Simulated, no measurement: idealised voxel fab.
voxel double patterning: a process module
205 nm wide, 5 nm square cells: that's cross-section cut.
If you're reading a cross-section in this doc, picture square cells in a grid; it comes to you as bands, top ones listed first down to the bottom, and a band can be one or more rows of cells. Heads up on the band format: heights come first, top then bottom, in nm. After that it's the materials left to right, each with its width in nm. A single material flagged "full width" fills the whole band edge to edge, and "blank" means there's empty space there. The reference from which all heights are counted is 0, the level beneath which the as-received wafer is entirely one material; the lowest band, having no lower bound, proceeds downward and is written after the example "0..down". The width entry "30->40" should be interpreted row by row: the top row of cells in the band takes the first number, the bottom row takes the second number, and the change between adjacent rows is uniform throughout. It should be understood that the words "everything unchanged", when stated for a given step, signify that the cross-section underwent no change in any of its cells during that step. Non-vented voids: empty space of 8 cells or more with no open way to the top, each as width x height at its distance from the left edge, in nm. On each step's line, the part that comes after the settings is the simulator's own comment on the step. The optional step-line setting "overlay nm" applies to steps with a mask and quantifies how far to the right of its planned location the mask lay, a negative value indicating leftward placement. Quick note on how to read the rest: it's all pairs. You get the cross-section before a process step and the one after, but the after one only goes down as far as the lowest band that changed. The step in between, with its settings, sits under the pair. Heads up, the pairs can come from different runs of this module on the same starting wafer, so don't assume a pair picks up from the one above unless its "Before the process" entry says it does.

-- Before the process
> 0..down | Si full width
> Non-vented voids: none

-- Cross-Section After Step
> 10..0 | SiO2 full width
> Under the height 0 nothing was changed.
> Non-vented voids: none
Process step (between the before and after cross-sections above): CONFORMAL_DEP [material SiO2] [thk nm 10]

Before the process: identical to the post-step cross-section of the immediately preceding pair.

-- Cross-Section After Step
> 20..10 | TiN full width
> Under the height 10 nothing was changed.
> Non-vented voids: none
Process step (between the before and after cross-sections above): DIRECTIONAL_DEP [material TiN] [thk nm 10]

Before the process: identical to the post-step cross-section of the immediately preceding pair.

-- Cross-Section After Step
> 25..20 | SiN full width
> Under the height 20 nothing was changed.
> Non-vented voids: none
Process step (between the before and after cross-sections above): DIRECTIONAL_DEP [material SiN] [thk nm 5]

Before the process: identical to the post-step cross-section of the immediately preceding pair.

-- Cross-Section After Step
> 25..20 | SiN: 45  blank: 15  SiN: 35  blank: 15  SiN: 35  blank: 15  SiN: 45
> Under the height 20 nothing was changed.
> Non-vented voids: none
Process step (between the before and after cross-sections above): MASKED_ETCH [tone open] [mask id FIRST] [width nm 15] [pitch nm 50] [etch materials SiN] [depth nm 5] [overlay nm 0]

Before the process: identical to the post-step cross-section of the immediately preceding pair.

-- Cross-Section After Step
> 40..35 | aC: 45  blank: 15  aC: 35  blank: 15  aC: 35  blank: 15  aC: 45
> 35..25 | aC full width
> 25..20 | SiN: 45  aC: 15  SiN: 35  aC: 15  SiN: 35  aC: 15  SiN: 45
> Under the height 20 nothing was changed.
> Non-vented voids: none
Process step (between the before and after cross-sections above): DIRECTIONAL_DEP [material aC] [thk nm 15]

Before the process: identical to the post-step cross-section of the immediately preceding pair.

-- Cross-Section After Step
> 70..40 | resist: 70  blank: 15  resist: 35  blank: 15  resist: 70
> 40..35 | aC: 45  resist: 15  aC: 35  resist: 15  aC: 35  resist: 15  aC: 45
> Under the height 35 nothing was changed.
> Non-vented voids: none
Process step (between the before and after cross-sections above): PATTERN [tone open] [mask id SECOND] [material resist] [width nm 15] [pitch nm 50] [thk nm 30] [overlay nm 0]

Before the process: identical to the post-step cross-section of the immediately preceding pair.

-- Cross-Section After Step
> 55..40 | resist: 70  blank: 15  resist: 35  blank: 15  resist: 70
> 40..35 | aC: 45  resist: 15  aC: 10  blank: 15  aC: 10  resist: 15  aC: 10  blank: 15  aC: 10  resist: 15  aC: 45
> 35..25 | aC: 70  blank: 15  aC: 35  blank: 15  aC: 70
> Under the height 25 nothing was changed.
> Non-vented voids: none
Process step (between the before and after cross-sections above): DIRECTIONAL_ETCH [etch materials aC] [depth nm 15]

Before the process: identical to the post-step cross-section of the immediately preceding pair.

-- Cross-Section After Step
> 40..35 | aC: 45  blank: 15  aC: 10  blank: 15  aC: 10  blank: 15  aC: 10  blank: 15  aC: 10  blank: 15  aC: 45
> Under the height 35 nothing was changed.
> Non-vented voids: none
Process step (between the before and after cross-sections above): STRIP [etch materials resist]

Before the process: identical to the post-step cross-section of the immediately preceding pair.

-- Cross-Section After Step
> 40..35 | aC: 45  blank: 15  aC: 10  blank: 15  aC: 10  blank: 15  aC: 10  blank: 15  aC: 10  blank: 15  aC: 45
> 35..25 | aC: 70  blank: 15  aC: 35  blank: 15  aC: 70
> 25..20 | SiN: 45  aC: 15  SiN: 10  blank: 15  SiN: 10  aC: 15  SiN: 10  blank: 15  SiN: 10  aC: 15  SiN: 45
> Under the height 20 nothing was changed.
> Non-vented voids: none
Process step (between the before and after cross-sections above): DIRECTIONAL_ETCH [etch materials SiN] [depth nm 5]

Before the process: identical to the post-step cross-section of the immediately preceding pair.

-- Cross-Section After Step
> 25..20 | SiN: 45  blank: 15  SiN: 10  blank: 15  SiN: 10  blank: 15  SiN: 10  blank: 15  SiN: 10  blank: 15  SiN: 45
> Under the height 20 nothing was changed.
> Non-vented voids: none
Process step (between the before and after cross-sections above): STRIP [etch materials aC]

Before the process: identical to the post-step cross-section of the immediately preceding pair.

-- Cross-Section After Step
> 25..20 | SiN: 45  blank: 15  SiN: 10  blank: 15  SiN: 10  blank: 15  SiN: 10  blank: 15  SiN: 10  blank: 15  SiN: 45
> 20..10 | TiN: 45  blank: 15  TiN: 10  blank: 15  TiN: 10  blank: 15  TiN: 10  blank: 15  TiN: 10  blank: 15  TiN: 45
> Under the height 10 nothing was changed.
> Non-vented voids: none
Process step (between the before and after cross-sections above): DIRECTIONAL_ETCH [etch materials TiN] [depth nm 10]

Before the process: identical to the post-step cross-section of the immediately preceding pair.

-- Cross-Section After Step
> 20..10 | TiN: 45  blank: 15  TiN: 10  blank: 15  TiN: 10  blank: 15  TiN: 10  blank: 15  TiN: 10  blank: 15  TiN: 45
> Under the height 10 nothing was changed.
> Non-vented voids: none
Process step (between the before and after cross-sections above): STRIP [etch materials SiN]

-- Before the process
> 0..down | Si full width
> Non-vented voids: none

-- Cross-Section After Step
> 10..0 | TiN full width
> Under the height 0 nothing was changed.
> Non-vented voids: none
Process step (between the before and after cross-sections above): DIRECTIONAL_DEP [material TiN] [thk nm 10]

Before the process: identical to the post-step cross-section of the immediately preceding pair.

-- Cross-Section After Step
> 15..10 | SiN full width
> Under the height 10 nothing was changed.
> Non-vented voids: none
Process step (between the before and after cross-sections above): DIRECTIONAL_DEP [material SiN] [thk nm 5]

Before the process: identical to the post-step cross-section of the immediately preceding pair.

-- Cross-Section After Step
> 15..10 | SiN: 45  blank: 15  SiN: 35  blank: 15  SiN: 35  blank: 15  SiN: 45
> Under the height 10 nothing was changed.
> Non-vented voids: none
Process step (between the before and after cross-sections above): MASKED_ETCH [tone open] [mask id FIRST] [width nm 15] [pitch nm 50] [etch materials SiN] [depth nm 5] [overlay nm 0]

Before the process: identical to the post-step cross-section of the immediately preceding pair.

-- Cross-Section After Step
> 30..25 | aC: 45  blank: 15  aC: 35  blank: 15  aC: 35  blank: 15  aC: 45
> 25..15 | aC full width
> 15..10 | SiN: 45  aC: 15  SiN: 35  aC: 15  SiN: 35  aC: 15  SiN: 45
> Under the height 10 nothing was changed.
> Non-vented voids: none
Process step (between the before and after cross-sections above): DIRECTIONAL_DEP [material aC] [thk nm 15]

Before the process: identical to the post-step cross-section of the immediately preceding pair.

-- Cross-Section After Step
> 60..30 | resist: 70  blank: 15  resist: 35  blank: 15  resist: 70
> 30..25 | aC: 45  resist: 15  aC: 35  resist: 15  aC: 35  resist: 15  aC: 45
> Under the height 25 nothing was changed.
> Non-vented voids: none
Process step (between the before and after cross-sections above): PATTERN [tone open] [mask id SECOND] [material resist] [width nm 15] [pitch nm 50] [thk nm 30] [overlay nm 0]

Before the process: identical to the post-step cross-section of the immediately preceding pair.

-- Cross-Section After Step
> 45..30 | resist: 70  blank: 15  resist: 35  blank: 15  resist: 70
> 30..25 | aC: 45  resist: 15  aC: 10  blank: 15  aC: 10  resist: 15  aC: 10  blank: 15  aC: 10  resist: 15  aC: 45
> 25..15 | aC: 70  blank: 15  aC: 35  blank: 15  aC: 70
> Under the height 15 nothing was changed.
> Non-vented voids: none
Process step (between the before and after cross-sections above): DIRECTIONAL_ETCH [etch materials aC] [depth nm 15]

Before the process: identical to the post-step cross-section of the immediately preceding pair.

-- Cross-Section After Step
> 30..25 | aC: 45  blank: 15  aC: 10  blank: 15  aC: 10  blank: 15  aC: 10  blank: 15  aC: 10  blank: 15  aC: 45
> Under the height 25 nothing was changed.
> Non-vented voids: none
Process step (between the before and after cross-sections above): STRIP [etch materials resist]

Before the process: identical to the post-step cross-section of the immediately preceding pair.

-- Cross-Section After Step
> 30..25 | aC: 45  blank: 15  aC: 10  blank: 15  aC: 10  blank: 15  aC: 10  blank: 15  aC: 10  blank: 15  aC: 45
> 25..15 | aC: 70  blank: 15  aC: 35  blank: 15  aC: 70
> 15..10 | SiN: 45  aC: 15  SiN: 10  blank: 15  SiN: 10  aC: 15  SiN: 10  blank: 15  SiN: 10  aC: 15  SiN: 45
> Under the height 10 nothing was changed.
> Non-vented voids: none
Process step (between the before and after cross-sections above): DIRECTIONAL_ETCH [etch materials SiN] [depth nm 5]

Before the process: identical to the post-step cross-section of the immediately preceding pair.

-- Cross-Section After Step
> 15..10 | SiN: 45  blank: 15  SiN: 10  blank: 15  SiN: 10  blank: 15  SiN: 10  blank: 15  SiN: 10  blank: 15  SiN: 45
> Under the height 10 nothing was changed.
> Non-vented voids: none
Process step (between the before and after cross-sections above): STRIP [etch materials aC]

Before the process: identical to the post-step cross-section of the immediately preceding pair.

-- Cross-Section After Step
> 15..10 | SiN: 45  blank: 15  SiN: 10  blank: 15  SiN: 10  blank: 15  SiN: 10  blank: 15  SiN: 10  blank: 15  SiN: 45
> 10..0 | TiN: 45  blank: 15  TiN: 10  blank: 15  TiN: 10  blank: 15  TiN: 10  blank: 15  TiN: 10  blank: 15  TiN: 45
> Under the height 0 nothing was changed.
> Non-vented voids: none
Process step (between the before and after cross-sections above): DIRECTIONAL_ETCH [etch materials TiN] [depth nm 10]

Before the process: identical to the post-step cross-section of the immediately preceding pair.

-- Cross-Section After Step
> 10..0 | TiN: 45  blank: 15  TiN: 10  blank: 15  TiN: 10  blank: 15  TiN: 10  blank: 15  TiN: 10  blank: 15  TiN: 45
> Under the height 0 nothing was changed.
> Non-vented voids: none
Process step (between the before and after cross-sections above): STRIP [etch materials SiN]

-- Before the process
> 10..0 | TiN full width
> 0..down | Si full width
> Non-vented voids: none

-- Cross-Section After Step
> 20..10 | SiO2 full width
> Under the height 10 nothing was changed.
> Non-vented voids: none
Process step (between the before and after cross-sections above): CONFORMAL_DEP [material SiO2] [thk nm 10]

Before the process: identical to the post-step cross-section of the immediately preceding pair.

-- Cross-Section After Step
> 25..20 | SiN full width
> Under the height 20 nothing was changed.
> Non-vented voids: none
Process step (between the before and after cross-sections above): DIRECTIONAL_DEP [material SiN] [thk nm 5]

Before the process: identical to the post-step cross-section of the immediately preceding pair.

-- Cross-Section After Step
> 25..20 | SiN: 45  blank: 15  SiN: 35  blank: 15  SiN: 35  blank: 15  SiN: 45
> Under the height 20 nothing was changed.
> Non-vented voids: none
Process step (between the before and after cross-sections above): MASKED_ETCH [tone open] [mask id FIRST] [width nm 15] [pitch nm 50] [etch materials SiN] [depth nm 5] [overlay nm 0]

Before the process: identical to the post-step cross-section of the immediately preceding pair.

-- Cross-Section After Step
> 40..35 | aC: 45  blank: 15  aC: 35  blank: 15  aC: 35  blank: 15  aC: 45
> 35..25 | aC full width
> 25..20 | SiN: 45  aC: 15  SiN: 35  aC: 15  SiN: 35  aC: 15  SiN: 45
> Under the height 20 nothing was changed.
> Non-vented voids: none
Process step (between the before and after cross-sections above): DIRECTIONAL_DEP [material aC] [thk nm 15]

Before the process: identical to the post-step cross-section of the immediately preceding pair.

-- Cross-Section After Step
> 70..40 | resist: 70  blank: 15  resist: 35  blank: 15  resist: 70
> 40..35 | aC: 45  resist: 15  aC: 35  resist: 15  aC: 35  resist: 15  aC: 45
> Under the height 35 nothing was changed.
> Non-vented voids: none
Process step (between the before and after cross-sections above): PATTERN [tone open] [mask id SECOND] [material resist] [width nm 15] [pitch nm 50] [thk nm 30] [overlay nm 0]

Before the process: identical to the post-step cross-section of the immediately preceding pair.

-- Cross-Section After Step
> 55..40 | resist: 70  blank: 15  resist: 35  blank: 15  resist: 70
> 40..35 | aC: 45  resist: 15  aC: 10  blank: 15  aC: 10  resist: 15  aC: 10  blank: 15  aC: 10  resist: 15  aC: 45
> 35..25 | aC: 70  blank: 15  aC: 35  blank: 15  aC: 70
> Under the height 25 nothing was changed.
> Non-vented voids: none
Process step (between the before and after cross-sections above): DIRECTIONAL_ETCH [etch materials aC] [depth nm 15]

Before the process: identical to the post-step cross-section of the immediately preceding pair.

-- Cross-Section After Step
> 40..35 | aC: 45  blank: 15  aC: 10  blank: 15  aC: 10  blank: 15  aC: 10  blank: 15  aC: 10  blank: 15  aC: 45
> Under the height 35 nothing was changed.
> Non-vented voids: none
Process step (between the before and after cross-sections above): STRIP [etch materials resist]

Before the process: identical to the post-step cross-section of the immediately preceding pair.

-- Cross-Section After Step
> 40..35 | aC: 45  blank: 15  aC: 10  blank: 15  aC: 10  blank: 15  aC: 10  blank: 15  aC: 10  blank: 15  aC: 45
> 35..25 | aC: 70  blank: 15  aC: 35  blank: 15  aC: 70
> 25..20 | SiN: 45  aC: 15  SiN: 10  blank: 15  SiN: 10  aC: 15  SiN: 10  blank: 15  SiN: 10  aC: 15  SiN: 45
> Under the height 20 nothing was changed.
> Non-vented voids: none
Process step (between the before and after cross-sections above): DIRECTIONAL_ETCH [etch materials SiN] [depth nm 5]

Before the process: identical to the post-step cross-section of the immediately preceding pair.

-- Cross-Section After Step
> 25..20 | SiN: 45  blank: 15  SiN: 10  blank: 15  SiN: 10  blank: 15  SiN: 10  blank: 15  SiN: 10  blank: 15  SiN: 45
> Under the height 20 nothing was changed.
> Non-vented voids: none
Process step (between the before and after cross-sections above): STRIP [etch materials aC]

Before the process: identical to the post-step cross-section of the immediately preceding pair.

-- Cross-Section After Step
> 20..10 | SiO2 full width
> Under the height 10 nothing was changed.
> Non-vented voids: none
Process step (between the before and after cross-sections above): STRIP [etch materials SiN]

-- Before the process
> 0..down | Si full width
> Non-vented voids: none

-- Cross-Section After Step
> 15..0 | SiO2 full width
> Under the height 0 nothing was changed.
> Non-vented voids: none
Process step (between the before and after cross-sections above): CONFORMAL_DEP [material SiO2] [thk nm 15]

Before the process: identical to the post-step cross-section of the immediately preceding pair.

-- Cross-Section After Step
> 25..15 | TiN full width
> Under the height 15 nothing was changed.
> Non-vented voids: none
Process step (between the before and after cross-sections above): DIRECTIONAL_DEP [material TiN] [thk nm 10]

Before the process: identical to the post-step cross-section of the immediately preceding pair.

-- Cross-Section After Step
> 30..25 | SiN full width
> Under the height 25 nothing was changed.
> Non-vented voids: none
Process step (between the before and after cross-sections above): DIRECTIONAL_DEP [material SiN] [thk nm 5]

Before the process: identical to the post-step cross-section of the immediately preceding pair.

-- Cross-Section After Step
> 30..25 | SiN: 45  blank: 15  SiN: 35  blank: 15  SiN: 35  blank: 15  SiN: 45
> Under the height 25 nothing was changed.
> Non-vented voids: none
Process step (between the before and after cross-sections above): MASKED_ETCH [tone open] [mask id FIRST] [width nm 15] [pitch nm 50] [etch materials SiN] [depth nm 5] [overlay nm 0]

Before the process: identical to the post-step cross-section of the immediately preceding pair.

-- Cross-Section After Step
> 45..40 | aC: 45  blank: 15  aC: 35  blank: 15  aC: 35  blank: 15  aC: 45
> 40..30 | aC full width
> 30..25 | SiN: 45  aC: 15  SiN: 35  aC: 15  SiN: 35  aC: 15  SiN: 45
> Under the height 25 nothing was changed.
> Non-vented voids: none
Process step (between the before and after cross-sections above): DIRECTIONAL_DEP [material aC] [thk nm 15]

Before the process: identical to the post-step cross-section of the immediately preceding pair.

-- Cross-Section After Step
> 75..45 | resist: 70  blank: 15  resist: 35  blank: 15  resist: 70
> 45..40 | aC: 45  resist: 15  aC: 35  resist: 15  aC: 35  resist: 15  aC: 45
> Under the height 40 nothing was changed.
> Non-vented voids: none
Process step (between the before and after cross-sections above): PATTERN [tone open] [mask id SECOND] [material resist] [width nm 15] [pitch nm 50] [thk nm 30] [overlay nm 0]

Before the process: identical to the post-step cross-section of the immediately preceding pair.

-- Cross-Section After Step
> 60..45 | resist: 70  blank: 15  resist: 35  blank: 15  resist: 70
> 45..40 | aC: 45  resist: 15  aC: 10  blank: 15  aC: 10  resist: 15  aC: 10  blank: 15  aC: 10  resist: 15  aC: 45
> 40..30 | aC: 70  blank: 15  aC: 35  blank: 15  aC: 70
> Under the height 30 nothing was changed.
> Non-vented voids: none
Process step (between the before and after cross-sections above): DIRECTIONAL_ETCH [etch materials aC] [depth nm 15]

Before the process: identical to the post-step cross-section of the immediately preceding pair.

-- Cross-Section After Step
> 45..40 | aC: 45  blank: 15  aC: 10  blank: 15  aC: 10  blank: 15  aC: 10  blank: 15  aC: 10  blank: 15  aC: 45
> Under the height 40 nothing was changed.
> Non-vented voids: none
Process step (between the before and after cross-sections above): STRIP [etch materials resist]

Before the process: identical to the post-step cross-section of the immediately preceding pair.

-- Cross-Section After Step
> 45..40 | aC: 45  blank: 15  aC: 10  blank: 15  aC: 10  blank: 15  aC: 10  blank: 15  aC: 10  blank: 15  aC: 45
> 40..30 | aC: 70  blank: 15  aC: 35  blank: 15  aC: 70
> 30..25 | SiN: 45  aC: 15  SiN: 10  blank: 15  SiN: 10  aC: 15  SiN: 10  blank: 15  SiN: 10  aC: 15  SiN: 45
> Under the height 25 nothing was changed.
> Non-vented voids: none
Process step (between the before and after cross-sections above): DIRECTIONAL_ETCH [etch materials SiN] [depth nm 5]

Before the process: identical to the post-step cross-section of the immediately preceding pair.

-- Cross-Section After Step
> 30..25 | SiN: 45  blank: 15  SiN: 10  blank: 15  SiN: 10  blank: 15  SiN: 10  blank: 15  SiN: 10  blank: 15  SiN: 45
> Under the height 25 nothing was changed.
> Non-vented voids: none
Process step (between the before and after cross-sections above): STRIP [etch materials aC]

Before the process: identical to the post-step cross-section of the immediately preceding pair.

-- Cross-Section After Step
> 30..25 | SiN: 45  blank: 15  SiN: 10  blank: 15  SiN: 10  blank: 15  SiN: 10  blank: 15  SiN: 10  blank: 15  SiN: 45
> 25..15 | TiN: 45  blank: 15  TiN: 10  blank: 15  TiN: 10  blank: 15  TiN: 10  blank: 15  TiN: 10  blank: 15  TiN: 45
> Under the height 15 nothing was changed.
> Non-vented voids: none
Process step (between the before and after cross-sections above): DIRECTIONAL_ETCH [etch materials TiN] [depth nm 10]

Before the process: identical to the post-step cross-section of the immediately preceding pair.

-- Cross-Section After Step
> 25..15 | TiN: 45  blank: 15  TiN: 10  blank: 15  TiN: 10  blank: 15  TiN: 10  blank: 15  TiN: 10  blank: 15  TiN: 45
> Under the height 15 nothing was changed.
> Non-vented voids: none
Process step (between the before and after cross-sections above): STRIP [etch materials SiN]

-- Before the process
> 40..35 | aC: 45  blank: 15  aC: 35  blank: 15  aC: 35  blank: 15  aC: 45
> 35..25 | aC full width
> 25..20 | SiN: 45  aC: 15  SiN: 35  aC: 15  SiN: 35  aC: 15  SiN: 45
> 20..10 | TiN full width
> 10..0 | SiO2 full width
> 0..down | Si full width
> Non-vented voids: none

-- Cross-Section After Step
> 70..40 | resist: 70  blank: 20  resist: 30  blank: 20  resist: 65
> 40..35 | aC: 45  resist: 15  aC: 35  resist: 15  aC: 35  resist: 15  aC: 45
> Under the height 35 nothing was changed.
> Non-vented voids: none
Process step (between the before and after cross-sections above): PATTERN [tone open] [mask id SECOND] [material resist] [width nm 20] [pitch nm 50] [thk nm 30] [overlay nm 0]

Before the process: identical to the post-step cross-section of the immediately preceding pair.

-- Cross-Section After Step
> 55..40 | resist: 70  blank: 20  resist: 30  blank: 20  resist: 65
> 40..35 | aC: 45  resist: 15  aC: 10  blank: 20  aC: 5  resist: 15  aC: 10  blank: 20  aC: 5  resist: 15  aC: 45
> 35..25 | aC: 70  blank: 20  aC: 30  blank: 20  aC: 65
> Under the height 25 nothing was changed.
> Non-vented voids: none
Process step (between the before and after cross-sections above): DIRECTIONAL_ETCH [etch materials aC] [depth nm 15]

Before the process: identical to the post-step cross-section of the immediately preceding pair.

-- Cross-Section After Step
> 40..35 | aC: 45  blank: 15  aC: 10  blank: 20  aC: 5  blank: 15  aC: 10  blank: 20  aC: 5  blank: 15  aC: 45
> Under the height 35 nothing was changed.
> Non-vented voids: none
Process step (between the before and after cross-sections above): STRIP [etch materials resist]

Before the process: identical to the post-step cross-section of the immediately preceding pair.

-- Cross-Section After Step
> 40..35 | aC: 45  blank: 15  aC: 10  blank: 20  aC: 5  blank: 15  aC: 10  blank: 20  aC: 5  blank: 15  aC: 45
> 35..25 | aC: 70  blank: 20  aC: 30  blank: 20  aC: 65
> 25..20 | SiN: 45  aC: 15  SiN: 10  blank: 20  SiN: 5  aC: 15  SiN: 10  blank: 20  SiN: 5  aC: 15  SiN: 45
> Under the height 20 nothing was changed.
> Non-vented voids: none
Process step (between the before and after cross-sections above): DIRECTIONAL_ETCH [etch materials SiN] [depth nm 5]

Before the process: identical to the post-step cross-section of the immediately preceding pair.

-- Cross-Section After Step
> 25..20 | SiN: 45  blank: 15  SiN: 10  blank: 20  SiN: 5  blank: 15  SiN: 10  blank: 20  SiN: 5  blank: 15  SiN: 45
> Under the height 20 nothing was changed.
> Non-vented voids: none
Process step (between the before and after cross-sections above): STRIP [etch materials aC]

Before the process: identical to the post-step cross-section of the immediately preceding pair.

-- Cross-Section After Step
> 25..20 | SiN: 45  blank: 15  SiN: 10  blank: 20  SiN: 5  blank: 15  SiN: 10  blank: 20  SiN: 5  blank: 15  SiN: 45
> 20..10 | TiN: 45  blank: 15  TiN: 10  blank: 20  TiN: 5  blank: 15  TiN: 10  blank: 20  TiN: 5  blank: 15  TiN: 45
> Under the height 10 nothing was changed.
> Non-vented voids: none
Process step (between the before and after cross-sections above): DIRECTIONAL_ETCH [etch materials TiN] [depth nm 10]

Before the process: identical to the post-step cross-section of the immediately preceding pair.

-- Cross-Section After Step
> 20..10 | TiN: 45  blank: 15  TiN: 10  blank: 20  TiN: 5  blank: 15  TiN: 10  blank: 20  TiN: 5  blank: 15  TiN: 45
> Under the height 10 nothing was changed.
> Non-vented voids: none
Process step (between the before and after cross-sections above): STRIP [etch materials SiN]

-- Before the process
> 25..20 | SiN full width
> 20..10 | TiN full width
> 10..0 | SiO2 full width
> 0..down | Si full width
> Non-vented voids: none

-- Cross-Section After Step
> 25..20 | SiN: 35  blank: 15  SiN: 35  blank: 15  SiN: 35  blank: 15  SiN: 55
> Under the height 20 nothing was changed.
> Non-vented voids: none
Process step (between the before and after cross-sections above): MASKED_ETCH [tone open] [mask id FIRST] [width nm 15] [pitch nm 50] [etch materials SiN] [depth nm 5] [overlay nm -10]

Before the process: identical to the post-step cross-section of the immediately preceding pair.

-- Cross-Section After Step
> 40..35 | aC: 35  blank: 15  aC: 35  blank: 15  aC: 35  blank: 15  aC: 55
> 35..25 | aC full width
> 25..20 | SiN: 35  aC: 15  SiN: 35  aC: 15  SiN: 35  aC: 15  SiN: 55
> Under the height 20 nothing was changed.
> Non-vented voids: none
Process step (between the before and after cross-sections above): DIRECTIONAL_DEP [material aC] [thk nm 15]

Before the process: identical to the post-step cross-section of the immediately preceding pair.

-- Cross-Section After Step
> 70..40 | resist: 70  blank: 15  resist: 35  blank: 15  resist: 70
> 40..35 | aC: 35  resist: 15  aC: 35  resist: 15  aC: 35  resist: 15  aC: 55
> Under the height 35 nothing was changed.
> Non-vented voids: none
Process step (between the before and after cross-sections above): PATTERN [tone open] [mask id SECOND] [material resist] [width nm 15] [pitch nm 50] [thk nm 30] [overlay nm 0]

Before the process: identical to the post-step cross-section of the immediately preceding pair.

-- Cross-Section After Step
> 55..40 | resist: 70  blank: 15  resist: 35  blank: 15  resist: 70
> 40..35 | aC: 35  resist: 15  aC: 20  blank: 15  resist: 15  aC: 20  blank: 15  resist: 15  aC: 55
> 35..25 | aC: 70  blank: 15  aC: 35  blank: 15  aC: 70
> Under the height 25 nothing was changed.
> Non-vented voids: none
Process step (between the before and after cross-sections above): DIRECTIONAL_ETCH [etch materials aC] [depth nm 15]

Before the process: identical to the post-step cross-section of the immediately preceding pair.

-- Cross-Section After Step
> 40..35 | aC: 35  blank: 15  aC: 20  blank: 30  aC: 20  blank: 30  aC: 55
> Under the height 35 nothing was changed.
> Non-vented voids: none
Process step (between the before and after cross-sections above): STRIP [etch materials resist]

Before the process: identical to the post-step cross-section of the immediately preceding pair.

-- Cross-Section After Step
> 40..35 | aC: 35  blank: 15  aC: 20  blank: 30  aC: 20  blank: 30  aC: 55
> 35..25 | aC: 70  blank: 15  aC: 35  blank: 15  aC: 70
> 25..20 | SiN: 35  aC: 15  SiN: 20  blank: 15  aC: 15  SiN: 20  blank: 15  aC: 15  SiN: 55
> Under the height 20 nothing was changed.
> Non-vented voids: none
Process step (between the before and after cross-sections above): DIRECTIONAL_ETCH [etch materials SiN] [depth nm 5]

Before the process: identical to the post-step cross-section of the immediately preceding pair.

-- Cross-Section After Step
> 25..20 | SiN: 35  blank: 15  SiN: 20  blank: 30  SiN: 20  blank: 30  SiN: 55
> Under the height 20 nothing was changed.
> Non-vented voids: none
Process step (between the before and after cross-sections above): STRIP [etch materials aC]

Before the process: identical to the post-step cross-section of the immediately preceding pair.

-- Cross-Section After Step
> 25..20 | SiN: 35  blank: 15  SiN: 20  blank: 30  SiN: 20  blank: 30  SiN: 55
> 20..10 | TiN: 35  blank: 15  TiN: 20  blank: 30  TiN: 20  blank: 30  TiN: 55
> Under the height 10 nothing was changed.
> Non-vented voids: none
Process step (between the before and after cross-sections above): DIRECTIONAL_ETCH [etch materials TiN] [depth nm 10]

Before the process: identical to the post-step cross-section of the immediately preceding pair.

-- Cross-Section After Step
> 20..10 | TiN: 35  blank: 15  TiN: 20  blank: 30  TiN: 20  blank: 30  TiN: 55
> Under the height 10 nothing was changed.
> Non-vented voids: none
Process step (between the before and after cross-sections above): STRIP [etch materials SiN]

-- Before the process
> 0..down | Si full width
> Non-vented voids: none

-- Cross-Section After Step
> 10..0 | TiN full width
> Under the height 0 nothing was changed.
> Non-vented voids: none
Process step (between the before and after cross-sections above): CONFORMAL_DEP [material TiN] [thk nm 10]

Before the process: identical to the post-step cross-section of the immediately preceding pair.

-- Cross-Section After Step
> 20..0 | TiN full width
> Under the height 0 nothing was changed.
> Non-vented voids: none
Process step (between the before and after cross-sections above): DIRECTIONAL_DEP [material TiN] [thk nm 10]

Before the process: identical to the post-step cross-section of the immediately preceding pair.

-- Cross-Section After Step
> 25..20 | SiN full width
> Under the height 20 nothing was changed.
> Non-vented voids: none
Process step (between the before and after cross-sections above): DIRECTIONAL_DEP [material SiN] [thk nm 5]

Before the process: identical to the post-step cross-section of the immediately preceding pair.

-- Cross-Section After Step
> 25..20 | SiN: 45  blank: 15  SiN: 35  blank: 15  SiN: 35  blank: 15  SiN: 45
> Under the height 20 nothing was changed.
> Non-vented voids: none
Process step (between the before and after cross-sections above): MASKED_ETCH [tone open] [mask id FIRST] [width nm 15] [pitch nm 50] [etch materials SiN] [depth nm 5] [overlay nm 0]

Before the process: identical to the post-step cross-section of the immediately preceding pair.

-- Cross-Section After Step
> 40..35 | aC: 45  blank: 15  aC: 35  blank: 15  aC: 35  blank: 15  aC: 45
> 35..25 | aC full width
> 25..20 | SiN: 45  aC: 15  SiN: 35  aC: 15  SiN: 35  aC: 15  SiN: 45
> Under the height 20 nothing was changed.
> Non-vented voids: none
Process step (between the before and after cross-sections above): DIRECTIONAL_DEP [material aC] [thk nm 15]

Before the process: identical to the post-step cross-section of the immediately preceding pair.

-- Cross-Section After Step
> 70..40 | resist: 70  blank: 15  resist: 35  blank: 15  resist: 70
> 40..35 | aC: 45  resist: 15  aC: 35  resist: 15  aC: 35  resist: 15  aC: 45
> Under the height 35 nothing was changed.
> Non-vented voids: none
Process step (between the before and after cross-sections above): PATTERN [tone open] [mask id SECOND] [material resist] [width nm 15] [pitch nm 50] [thk nm 30] [overlay nm 0]

Before the process: identical to the post-step cross-section of the immediately preceding pair.

-- Cross-Section After Step
> 55..40 | resist: 70  blank: 15  resist: 35  blank: 15  resist: 70
> 40..35 | aC: 45  resist: 15  aC: 10  blank: 15  aC: 10  resist: 15  aC: 10  blank: 15  aC: 10  resist: 15  aC: 45
> 35..25 | aC: 70  blank: 15  aC: 35  blank: 15  aC: 70
> Under the height 25 nothing was changed.
> Non-vented voids: none
Process step (between the before and after cross-sections above): DIRECTIONAL_ETCH [etch materials aC] [depth nm 15]

Before the process: identical to the post-step cross-section of the immediately preceding pair.

-- Cross-Section After Step
> 40..35 | aC: 45  blank: 15  aC: 10  blank: 15  aC: 10  blank: 15  aC: 10  blank: 15  aC: 10  blank: 15  aC: 45
> Under the height 35 nothing was changed.
> Non-vented voids: none
Process step (between the before and after cross-sections above): STRIP [etch materials resist]

Before the process: identical to the post-step cross-section of the immediately preceding pair.

-- Cross-Section After Step
> 40..35 | aC: 45  blank: 15  aC: 10  blank: 15  aC: 10  blank: 15  aC: 10  blank: 15  aC: 10  blank: 15  aC: 45
> 35..25 | aC: 70  blank: 15  aC: 35  blank: 15  aC: 70
> 25..20 | SiN: 45  aC: 15  SiN: 10  blank: 15  SiN: 10  aC: 15  SiN: 10  blank: 15  SiN: 10  aC: 15  SiN: 45
> Under the height 20 nothing was changed.
> Non-vented voids: none
Process step (between the before and after cross-sections above): DIRECTIONAL_ETCH [etch materials SiN] [depth nm 5]

Before the process: identical to the post-step cross-section of the immediately preceding pair.

-- Cross-Section After Step
> 25..20 | SiN: 45  blank: 15  SiN: 10  blank: 15  SiN: 10  blank: 15  SiN: 10  blank: 15  SiN: 10  blank: 15  SiN: 45
> Under the height 20 nothing was changed.
> Non-vented voids: none
Process step (between the before and after cross-sections above): STRIP [etch materials aC]
